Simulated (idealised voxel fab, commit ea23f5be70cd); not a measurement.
process module | voxel spacer lines
cross-section cut | 300 nm wide | cells 5 nm
A cross-section is a grid of square cells, given in bands from the top down. A band is one or more rows of cells.
Each band's line starts with the height of the band's top and of its bottom, in nm. Then come its materials from left to right, each with its width in nm. One material with "throughout" fills the band from edge to edge. "air" is empty space.
Height 0 is the level under which the wafer as received is all one material. The lowest band goes on downwards, as in "0 down".
A width such as "30 to 40" changes by the same amount from each row of cells to the next, from the band's top row to its bottom row.
"no change" after a step means that no cell of the cross-section changed.
closed voids: empty space of 8 cells or more with no open way to the top, each as width x height at its distance from the left edge, in nm
after a step's settings: what the simulator itself notes on the step
overlay nm, on a step with a mask: how far to the right of its planned place the mask lay; to the left if negative
plan
1 op RECEIVE | material Si
2 op CONFORMAL_DEP | material Al2O3 | thk nm 10
3 op DIRECTIONAL_DEP | material polySi | thk nm 15
4 op DIRECTIONAL_DEP | material aC | thk nm 30
5 op PATTERN | tone cover | mask id MANDREL | material resist | width nm 15 | pitch nm 50 | thk nm 40 | overlay nm 0
6 op DIRECTIONAL_ETCH | etch materials aC | depth nm 30
7 op STRIP | etch materials resist
8 op CONFORMAL_DEP | material SiO2 | thk nm 10
9 op DIRECTIONAL_ETCH | etch materials SiO2 | depth nm 10
10 op STRIP | etch materials aC
11 op DIRECTIONAL_ETCH | etch materials polySi | depth nm 15
12 op STRIP | etch materials SiO2
as received, after step 1
  0 down: Si throughout
  closed voids: none
a wafer at the end: this start, this plan, one mistake
  40 to 25: air 105 | polySi 10 | air 15 | polySi 10 | air 15 | polySi 10 | air 15 | polySi 10 | air 110
  25 to 10: polySi throughout
  10 to 0: Al2O3 throughout
  0 down: Si throughout
  closed voids: none
what went wrong: step 3 was run twice
